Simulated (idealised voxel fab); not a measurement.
Process module heading - voxel capacitor over wiring
Square cell edge 5 nm, section width 280 nm, ID cut.
In what follows, cross-sections appear as grids of square cells, described through bands that run from the top down, where every band is one or more rows of cells. The band entry comprises the height of the band's top followed by the height of its bottom, expressed in nm, and subsequently the band's materials from left to right, each stated together with its width in nm. Where a single material is marked with the word "edge to edge", that material fills the band from edge to edge. The word "blank" represents empty space. Below 0: as-received wafer, all one material; heights counted from there. Lowest band: no bottom, goes on down, written "z 0 and below". When a width is written as two numbers, as in "30..40", the first number is the width in the top row of cells of the band and the second is the width in its bottom row, and the width changes by the same amount from each row to the next. "no alterations made" means the step left every cell of the cross-section as it was. "Trapped void list": empty spaces of 8 cells or more with no open way to the top, each given as width x height at distance, distance from the left edge, all in nm. Whatever follows a step's settings on its line is a remark the simulator itself makes about that step. "overlay nm" answers the question of how far to the right of plan the mask lay on a step that has a mask, and when it is negative the answer is to the left.
These are the steps we planned for the process:
1) RECEIVE: material Si
2) CONFORMAL_DEP: material SiO2, thk nm 10
3) CONFORMAL_DEP: material SiCN, thk nm 5
4) DIRECTIONAL_DEP: material lowk, thk nm 25
5) PATTERN: tone open, mask id METAL_1, material resist, width nm 25, pitch nm 90, thk nm 15, overlay nm 0
6) DIRECTIONAL_ETCH: etch materials lowk, depth nm 25
7) DIRECTIONAL_ETCH: etch materials SiCN, depth nm 5
8) STRIP: etch materials resist
9) CONFORMAL_DEP: material TiN, thk nm 5
10) FILL_DEP: material Cu, thk nm 10
11) CMP: height nm 40
12) CONFORMAL_DEP: material SiCN, thk nm 5
13) DIRECTIONAL_DEP: material SiO2, thk nm 15
14) DIRECTIONAL_DEP: material aC, thk nm 10
15) PATTERN: tone open, mask id PLUG_1, material resist, width nm 15, thk nm 30, overlay nm 0
16) DIRECTIONAL_ETCH: etch materials aC, depth nm 10
17) STRIP: etch materials resist
18) DIRECTIONAL_ETCH: etch materials SiO2, depth nm 15
19) DIRECTIONAL_ETCH: etch materials SiCN, depth nm 5
20) STRIP: etch materials aC
21) EPI: material Ru, thk nm 10
22) EPI: material Ru, thk nm 10
23) DIRECTIONAL_DEP: material TiN, thk nm 10
24) DIRECTIONAL_DEP: material HfO2, thk nm 5
25) DIRECTIONAL_DEP: material TiN, thk nm 10
26) MASKED_ETCH: tone cover, mask id UPPER_PLATE, width nm 70, etch materials TiN, depth nm 10, overlay nm 0
27) MASKED_ETCH: tone cover, mask id UPPER_PLATE, width nm 70, etch materials HfO2, depth nm 5, overlay nm 0
28) MASKED_ETCH: tone cover, mask id LOWER_PLATE, width nm 80, etch materials TiN, depth nm 10, overlay nm 0
29) FILL_DEP: material SiO2, thk nm 20
30) CMP: height nm 100
31) PATTERN: tone open, mask id PLUG_2, material resist, width nm 15, thk nm 20, overlay nm 0
32) DIRECTIONAL_ETCH: etch materials SiO2, depth nm 15
33) STRIP: etch materials resist
34) CONFORMAL_DEP: material TiN, thk nm 5
35) FILL_DEP: material Ru, thk nm 5
36) CMP: height nm 100
37) CONFORMAL_DEP: material SiN, thk nm 5
The cross-section here shows the wafer as received, i.e. in its state after step 1:
  z 0 and below  Si edge to edge
  Trapped void list: none
A wafer at the end: this start, this plan, one mistake:
  z 105 to 100  SiN edge to edge
  z 100 to 95  100 SiO2 | 15 TiN | 165 SiO2
  z 95 to 85  90 SiO2 | 25 TiN | 165 SiO2
  z 85 to 80  90 SiO2 | 25 HfO2 | 45 TiN | 120 SiO2
  z 80 to 75  85 SiO2 | 75 TiN | 120 SiO2
  z 75 to 70  85 SiO2 | 30 TiN | 45 HfO2 | 120 SiO2
  z 70 to 60  80 SiO2 | 35 Ru | 50 TiN | 115 SiO2
  z 60 to 45  90 SiO2 | 15 Ru | 175 SiO2
  z 45 to 40  90 SiCN | 15 Ru | 175 SiCN
  z 40 to 15  80 lowk | 5 TiN | 15 Cu | 5 TiN | 65 lowk | 5 TiN | 15 Cu | 5 TiN | 85 lowk
  z 15 to 10  80 SiCN | 25 TiN | 65 SiCN | 25 TiN | 85 SiCN
  z 10 to 0  SiO2 edge to edge
  z 0 and below  Si edge to edge
  Trapped void list: none
What broke from the plan during processing? one of steps 21 and 22 got run twice, and since they're all the same there's no telling which
